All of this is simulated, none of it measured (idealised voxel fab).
The process module that follows is named voxel fin reveal.
Square cell edge 5 nm, section width 245 nm, ID cut.
The cross-sections in this document take the form of a grid made of square cells. They are written out as bands, in order from top to bottom. Each band consists of one or more rows of cells.
It is stipulated that each band's entry specify, in nanometres, the height of the top of the band and then that of its bottom, followed by the materials of the band in left-to-right sequence, each together with its width in nanometres. A single material marked by the word "edge to edge" is understood to fill the band from edge to edge; the word "empty" is understood to denote empty space.
Below 0: as-received wafer, all one material; heights counted from there. Lowest band: no bottom, goes on down, written "z 0 and below".
A width such as "30->40" changes by the same amount from each row of cells to the next, from the band's top row to its bottom row.
"no modification" -> step changed no cross-section cell.
"Closed void register" means: voids of 8 cells or more that are shut off from the top with no open way through. Written width x height at distance, distance from the left edge, in nm.
That trailing text on a step's line, after the settings, is the simulator's own remark on the step.
If you see "overlay nm" on a step's line and that step has a mask, it's telling you how far right of where it was planned the mask ended up; a negative number means it went left instead.
The steps planned for the process are as follows
1) RECEIVE,material Si
2) CONFORMAL_DEP,material SiN,thk nm 10
3) MASKED_ETCH,tone cover,mask id FINS,width nm 15,pitch nm 40,etch materials SiN,depth nm 10,overlay nm 0
4) MASKED_ETCH,tone cover,mask id FINS,width nm 15,pitch nm 40,etch materials Si,depth nm 35,overlay nm 0
5) OXIDIZE,depth nm 5
6) FILL_DEP,material SiO2,thk nm 15
7) CMP,height nm 10
8) SELECTIVE_ETCH,etch materials SiO2,depth nm 30
9) STRIP,etch materials SiN
The first wafer of two, processed as planned
Delivered wafer in cross-section: state after step 1
	z 0 and below = Si edge to edge
	Closed void register: none
Cross-section of the wafer after step 2
	z 10 to 0 = SiN edge to edge
	Below 0, the layers are the same as they were.
Cross-section of the wafer after step 3
	z 10 to 0 = 95 nm empty | 15 nm SiN | 25 nm empty | 15 nm SiN | 95 nm empty
	Below 0, the layers are the same as they were.
Cross-section of the wafer after step 4
	z 10 to 0 = 95 nm empty | 15 nm SiN | 25 nm empty | 15 nm SiN | 95 nm empty
	z 0 to -35 = 95 nm empty | 15 nm Si | 25 nm empty | 15 nm Si | 95 nm empty
	Below -35, the layers are the same as they were.
Cross-section of the wafer after step 5
	z 10 to 0 = 95 nm empty | 15 nm SiN | 25 nm empty | 15 nm SiN | 95 nm empty
	z 0 to -35 = 95 nm empty | 5 nm SiO2 | 5 nm Si | 5 nm SiO2 | 25 nm empty | 5 nm SiO2 | 5 nm Si | 5 nm SiO2 | 95 nm empty
	z -35 to -40 = 100 nm SiO2 | 5 nm Si | 35 nm SiO2 | 5 nm Si | 100 nm SiO2
	Below -40, the layers are the same as they were.
Cross-section of the wafer after step 6
	z 25 to 10 = SiO2 edge to edge
	z 10 to 0 = 95 nm SiO2 | 15 nm SiN | 25 nm SiO2 | 15 nm SiN | 95 nm SiO2
	z 0 to -40 = 100 nm SiO2 | 5 nm Si | 35 nm SiO2 | 5 nm Si | 100 nm SiO2
	Below -40, the layers are the same as they were.
Cross-section of the wafer after step 7
	z 10 to 0 = 95 nm SiO2 | 15 nm SiN | 25 nm SiO2 | 15 nm SiN | 95 nm SiO2
	Below 0, the layers are the same as they were.
Cross-section of the wafer after step 8
	z 10 to 0 = 95 nm empty | 15 nm SiN | 25 nm empty | 15 nm SiN | 95 nm empty
	z 0 to -20 = 100 nm empty | 5 nm Si | 35 nm empty | 5 nm Si | 100 nm empty
	Below -20, the layers are the same as they were.
Cross-section of the wafer after step 9
	z 0 to -20 = 100 nm empty | 5 nm Si | 35 nm empty | 5 nm Si | 100 nm empty
	Below -20, the layers are the same as they were.
Now the other wafer: same start, same recipe, but we messed up one thing when running it. Up to and including step 2 it's the same as the first one
The second wafer cut through, at the time step 3 was supposed to be finished
	z 10 to 0 = 95 nm SiN | 15 nm empty | 25 nm SiN | 15 nm empty | 95 nm SiN
	Below 0, the layers are the same as they were.
The second wafer cut through, at the time step 4 was supposed to be finished: no modification
The second wafer cut through, at the time step 5 was supposed to be finished
	z 10 to 0 = 95 nm SiN | 15 nm empty | 25 nm SiN | 15 nm empty | 95 nm SiN
	z 0 to -5 = 90 nm Si | 25 nm SiO2 | 15 nm Si | 25 nm SiO2 | 90 nm Si
	Below -5, the layers are the same as they were.
The second wafer cut through, at the time step 6 was supposed to be finished
	z 25 to 10 = SiO2 edge to edge
	z 10 to 0 = 95 nm SiN | 15 nm SiO2 | 25 nm SiN | 15 nm SiO2 | 95 nm SiN
	Below 0, the layers are the same as they were.
The second wafer cut through, at the time step 7 was supposed to be finished
	z 10 to 0 = 95 nm SiN | 15 nm SiO2 | 25 nm SiN | 15 nm SiO2 | 95 nm SiN
	Below 0, the layers are the same as they were.
The second wafer cut through, at the time step 8 was supposed to be finished
	z 10 to 0 = 95 nm SiN | 15 nm empty | 25 nm SiN | 15 nm empty | 95 nm SiN
	z 0 to -5 = 90 nm Si | 25 nm empty | 15 nm Si | 25 nm empty | 90 nm Si
	Below -5, the layers are the same as they were.
The second wafer cut through, at the time step 9 was supposed to be finished
	z 0 to -5 = 90 nm Si | 25 nm empty | 15 nm Si | 25 nm empty | 90 nm Si
	Below -5, the layers are the same as they were.
Against the plan, the run slipped here: step 3, actual vs plan mismatch, actual run MASKED_ETCH,tone open,mask id FINS,width nm 15,pitch nm 40,etch materials SiN,depth nm 10,overlay nm 0
Final tally in cells, some materials are higher or lower on the second wafer than on the first: +366 Si; -188 SiO2
